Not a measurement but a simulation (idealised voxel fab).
process module | voxel wiring stack
cross-section cut | 195 nm wide | cells 5 nm
A cross-section is a grid of square cells, given in bands from the top down. A band is one or more rows of cells.
Each band's line starts with the height of the band's top and of its bottom, in nm. Then come its materials from left to right, each with its width in nm. One material with "throughout" fills the band from edge to edge. "air" is empty space.
Height 0 is the level under which the wafer as received is all one material. The lowest band goes on downwards, as in "0 down".
A width such as "30 to 40" changes by the same amount from each row of cells to the next, from the band's top row to its bottom row.
"no change" after a step means that no cell of the cross-section changed.
closed voids: empty space of 8 cells or more with no open way to the top, each as width x height at its distance from the left edge, in nm
after a step's settings: what the simulator itself notes on the step
overlay nm, on a step with a mask: how far to the right of its planned place the mask lay; to the left if negative
plan
1 op RECEIVE | material Si
2 op CONFORMAL_DEP | material SiO2 | thk nm 15
3 op DIRECTIONAL_DEP | material TiN | thk nm 5
4 op DIRECTIONAL_DEP | material W | thk nm 20
5 op MASKED_ETCH | tone cover | mask id METAL_1 | width nm 25 | pitch nm 55 | etch materials W | depth nm 20 | overlay nm 0
6 op MASKED_ETCH | tone cover | mask id METAL_1 | width nm 25 | pitch nm 55 | etch materials TiN | depth nm 5 | overlay nm 0
7 op CONFORMAL_DEP | material SiN | thk nm 5
8 op FILL_DEP | material lowk | thk nm 5
9 op CMP | height nm 40
10 op CONFORMAL_DEP | material SiCN | thk nm 5
11 op DIRECTIONAL_DEP | material SiO2 | thk nm 15
12 op DIRECTIONAL_DEP | material aC | thk nm 10
13 op PATTERN | tone open | mask id PLUG_1 | material resist | width nm 15 | thk nm 25 | overlay nm -15
14 op DIRECTIONAL_ETCH | etch materials aC | depth nm 10
15 op STRIP | etch materials resist
16 op DIRECTIONAL_ETCH | etch materials SiO2 | depth nm 15
17 op DIRECTIONAL_ETCH | etch materials SiCN | depth nm 5
18 op STRIP | etch materials aC
19 op EPI | material Ru | thk nm 10
20 op EPI | material Ru | thk nm 10
21 op CONFORMAL_DEP | material SiN | thk nm 5
22 op DIRECTIONAL_DEP | material SiO2 | thk nm 25
23 op PATTERN | tone open | mask id METAL_2 | material resist | width nm 25 | pitch nm 55 | thk nm 15 | overlay nm 0
24 op DIRECTIONAL_ETCH | etch materials SiO2 | depth nm 25
25 op DIRECTIONAL_ETCH | etch materials SiN | depth nm 5
26 op STRIP | etch materials resist
27 op CONFORMAL_DEP | material TiN | thk nm 5
28 op FILL_DEP | material W | thk nm 10
29 op CMP | height nm 90
30 op CONFORMAL_DEP | material SiN | thk nm 5
varied across the wafers: overlay nm of step 13. The plan shows the first wafer's value. All wafers start alike
first wafer as received, after step 1
  0 down: Si throughout
  closed voids: none
each wafer at the end: cells of each material gained (+) or lost (-) since it was received, then its closed voids
overlay nm -15 | +36 SiCN | +121 SiN | +370 SiO2 | +44 TiN | +70 W | +100 lowk | closed voids: none
overlay nm -10 | +12 Ru | +36 SiCN | +113 SiN | +370 SiO2 | +40 TiN | +70 W | +100 lowk | closed voids: none
overlay nm -5 | +12 Ru | +36 SiCN | +113 SiN | +370 SiO2 | +40 TiN | +70 W | +100 lowk | closed voids: none
overlay nm 0 | +12 Ru | +36 SiCN | +113 SiN | +370 SiO2 | +40 TiN | +70 W | +100 lowk | closed voids: none
overlay nm 5 | +12 Ru | +36 SiCN | +113 SiN | +370 SiO2 | +40 TiN | +70 W | +100 lowk | closed voids: none
overlay nm 10 | +12 Ru | +36 SiCN | +113 SiN | +370 SiO2 | +40 TiN | +70 W | +100 lowk | closed voids: none
overlay nm 15 | +12 Ru | +36 SiCN | +113 SiN | +370 SiO2 | +40 TiN | +70 W | +100 lowk | closed voids: none
